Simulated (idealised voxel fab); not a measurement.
process module | voxel fin reveal
cross-section cut | 175 nm wide | cells 5 nm
A cross-section is a grid of square cells, given in bands from the top down. A band is one or more rows of cells.
Each band's line starts with the height of the band's top and of its bottom, in nm. Then come its materials from left to right, each with its width in nm. One material with "throughout" fills the band from edge to edge. "air" is empty space.
Height 0 is the level under which the wafer as received is all one material. The lowest band goes on downwards, as in "0 down".
A width such as "30 to 40" changes by the same amount from each row of cells to the next, from the band's top row to its bottom row.
"no change" after a step means that no cell of the cross-section changed.
closed voids: empty space of 8 cells or more with no open way to the top, each as width x height at its distance from the left edge, in nm
after a step's settings: what the simulator itself notes on the step
overlay nm, on a step with a mask: how far to the right of its planned place the mask lay; to the left if negative
plan
1 op RECEIVE | material Si
2 op CONFORMAL_DEP | material SiN | thk nm 5
3 op MASKED_ETCH | tone cover | mask id FINS | width nm 15 | pitch nm 40 | etch materials SiN | depth nm 5 | overlay nm 0
4 op MASKED_ETCH | tone cover | mask id FINS | width nm 15 | pitch nm 40 | etch materials Si | depth nm 30 | overlay nm 0
5 op FILL_DEP | material SiO2 | thk nm 10
6 op CMP | height nm 5
7 op SELECTIVE_ETCH | etch materials SiO2 | depth nm 25
8 op STRIP | etch materials SiN
varied across the wafers: width nm of step 4. The plan shows the first wafer's value. All wafers start alike
first wafer as received, after step 1
  0 down: Si throughout
  closed voids: none
each wafer at the end: cells of each material gained (+) or lost (-) since it was received, then its closed voids
width nm 15 | -156 Si | +52 SiO2 | closed voids: none
width nm 20 | -138 Si | +46 SiO2 | closed voids: none
width nm 25 | -120 Si | +40 SiO2 | closed voids: none
